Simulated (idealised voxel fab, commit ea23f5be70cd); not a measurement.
Process module name: voxel gate over fins
The width of the displayed cross-section, cut, is 210 nm; its cells are square, with a size of 5 nm.
In what follows, cross-sections appear as grids of square cells, described through bands that run from the top down, where every band is one or more rows of cells. Basically the band line says how high the top is and how high the bottom is, in nm, and then what's in it from left to right, every material with its width in nm. Empty space shows up as "blank", and if a single material carries "everywhere" it runs the full band edge to edge. Heights are reckoned from 0. Under this level, the received wafer is all of one material. The bottommost band is open-ended downward, for example "from 0 down". Top row gets the first number, bottom row gets the second, and each row in between changes by the same step: that is how a band width like "30 to 40" works. Given "nothing different" for a step, no cell of the cross-section differs between before and after that step. So "Trapped cavities" is basically the list of trapped voids: any empty space of 8 cells or more that can't reach the top through an opening. They're written width x height at distance, the distance being from the left edge, and it's all nm. Where a step's line continues beyond its settings, the continuation is a remark by the simulator itself on that step. overlay nm: where the mask lay relative to plan, measured to the right, on steps with a mask; negatives go left.
Process steps foreseen in the plan:
| 1 | RECEIVE [material Si] |
| 2 | CONFORMAL_DEP [material SiN] [thk nm 10] |
| 3 | DIRECTIONAL_DEP [material aC] [thk nm 10] |
| 4 | PATTERN [tone cover] [mask id FINS] [material resist] [width nm 15] [pitch nm 55] [thk nm 30] [overlay nm 0] |
| 5 | DIRECTIONAL_ETCH [etch materials aC] [depth nm 10] |
| 6 | STRIP [etch materials resist] |
| 7 | DIRECTIONAL_ETCH [etch materials SiN] [depth nm 10] |
| 8 | DIRECTIONAL_ETCH [etch materials Si] [depth nm 35] |
| 9 | STRIP [etch materials aC] |
| 10 | FILL_DEP [material SiO2] [thk nm 15] |
| 11 | CMP [height nm 10] |
| 12 | DIRECTIONAL_DEP [material aC] [thk nm 10] |
| 13 | PATTERN [tone open] [mask id RAIL] [material resist] [width nm 15] [thk nm 25] [overlay nm 0] |
| 14 | DIRECTIONAL_ETCH [etch materials aC] [depth nm 10] |
| 15 | STRIP [etch materials resist] |
| 16 | DIRECTIONAL_ETCH [etch materials SiO2] [depth nm 40] |
| 17 | STRIP [etch materials aC] |
| 18 | CONFORMAL_DEP [material TiN] [thk nm 5] |
| 19 | FILL_DEP [material W] [thk nm 10] |
| 20 | CMP [height nm 10] |
| 21 | SELECTIVE_ETCH [etch materials W Ru TiN] [depth nm 30] |
| 22 | FILL_DEP [material SiO2] [thk nm 5] |
| 23 | CMP [height nm 10] |
| 24 | SELECTIVE_ETCH [etch materials SiO2] [depth nm 20] |
| 25 | STRIP [etch materials SiN] |
| 26 | CONFORMAL_DEP [material HfO2] [thk nm 5] |
| 27 | CONFORMAL_DEP [material TiN] [thk nm 5] |
| 28 | CONFORMAL_DEP [material TiAl] [thk nm 5] |
| 29 | CONFORMAL_DEP [material TiN] [thk nm 5] |
| 30 | FILL_DEP [material W] [thk nm 15] |
| 31 | CMP [height nm 30] |
| 32 | CONFORMAL_DEP [material SiCN] [thk nm 10] |
As-received wafer cross-section (after step 1):
- from 0 down  Si everywhere
- Trapped cavities: none
Sectioned view, first of two wafers, at the close of the module, processed as intended in the plan:
- from 40 to 30  SiCN everywhere
- from 30 to 20  W everywhere
- from 20 to 15  W (20) / TiN (165) / W (25)
- from 15 to 10  W (20) / TiN (5) / TiAl (45) / TiN (10) / TiAl (45) / TiN (10) / TiAl (45) / TiN (5) / W (25)
- from 10 to 5  TiN (25) / TiAl (5) / TiN (35) / TiAl (5) / TiN (10) / TiAl (5) / TiN (35) / TiAl (5) / TiN (10) / TiAl (5) / TiN (35) / TiAl (5) / TiN (30)
- from 5 to 0  TiAl (30) / TiN (5) / HfO2 (25) / TiN (5) / TiAl (20) / TiN (5) / HfO2 (25) / TiN (5) / TiAl (20) / TiN (5) / HfO2 (25) / TiN (5) / TiAl (35)
- from 0 to -5  TiN (35) / HfO2 (5) / Si (15) / HfO2 (5) / TiN (30) / HfO2 (5) / Si (15) / HfO2 (5) / TiN (30) / HfO2 (5) / Si (15) / HfO2 (5) / TiN (40)
- from -5 to -10  HfO2 (40) / Si (15) / HfO2 (40) / Si (15) / HfO2 (40) / Si (15) / HfO2 (45)
- from -10 to -20  SiO2 (40) / Si (15) / SiO2 (40) / Si (15) / SiO2 (40) / Si (15) / SiO2 (45)
- from -20 to -25  SiO2 (40) / Si (15) / SiO2 (10) / TiN (5) / W (5) / TiN (5) / SiO2 (15) / Si (15) / SiO2 (40) / Si (15) / SiO2 (45)
- from -25 to -30  SiO2 (40) / Si (15) / SiO2 (10) / TiN (15) / SiO2 (15) / Si (15) / SiO2 (40) / Si (15) / SiO2 (45)
- from -30 to -35  SiO2 (40) / Si (15) / SiO2 (40) / Si (15) / SiO2 (40) / Si (15) / SiO2 (45)
- from -35 down  Si everywhere
- Trapped cavities: none
Here is the second of the two wafers cut open at the end of the module - same start, same plan as the first one, but we made one mistake running it:
- from 40 to 30  SiCN everywhere
- from 30 to 20  W everywhere
- from 20 to 15  W (20) / TiN (165) / W (25)
- from 15 to 10  W (20) / TiN (5) / TiAl (45) / TiN (10) / TiAl (45) / TiN (10) / TiAl (45) / TiN (5) / W (25)
- from 10 to 5  TiN (25) / TiAl (5) / TiN (35) / TiAl (5) / TiN (10) / TiAl (5) / TiN (35) / TiAl (5) / TiN (10) / TiAl (5) / TiN (35) / TiAl (5) / TiN (30)
- from 5 to 0  TiAl (30) / TiN (5) / HfO2 (25) / TiN (5) / TiAl (20) / TiN (5) / HfO2 (25) / TiN (5) / TiAl (20) / TiN (5) / HfO2 (25) / TiN (5) / TiAl (35)
- from 0 to -5  TiN (35) / HfO2 (5) / Si (15) / HfO2 (5) / TiN (30) / HfO2 (5) / Si (15) / HfO2 (5) / TiN (30) / HfO2 (5) / Si (15) / HfO2 (5) / TiN (40)
- from -5 to -10  HfO2 (40) / Si (15) / HfO2 (40) / Si (15) / HfO2 (40) / Si (15) / HfO2 (45)
- from -10 to -20  SiO2 (40) / Si (15) / SiO2 (40) / Si (15) / SiO2 (40) / Si (15) / SiO2 (45)
- from -20 to -25  SiO2 (40) / Si (15) / SiO2 (5) / TiN (5) / W (15) / TiN (5) / SiO2 (10) / Si (15) / SiO2 (40) / Si (15) / SiO2 (45)
- from -25 to -30  SiO2 (40) / Si (15) / SiO2 (5) / TiN (25) / SiO2 (10) / Si (15) / SiO2 (40) / Si (15) / SiO2 (45)
- from -30 to -35  SiO2 (40) / Si (15) / SiO2 (40) / Si (15) / SiO2 (40) / Si (15) / SiO2 (45)
- from -35 down  Si everywhere
- Trapped cavities: none
What broke from the plan during processing? in deviation from the planned setting, step 13 was conducted as PATTERN [tone open] [mask id RAIL] [material resist] [width nm 25] [thk nm 25] [overlay nm 0]
Final cells, second wafer relative to first, materials higher or lower: -4 SiO2, +2 TiN, +2 W
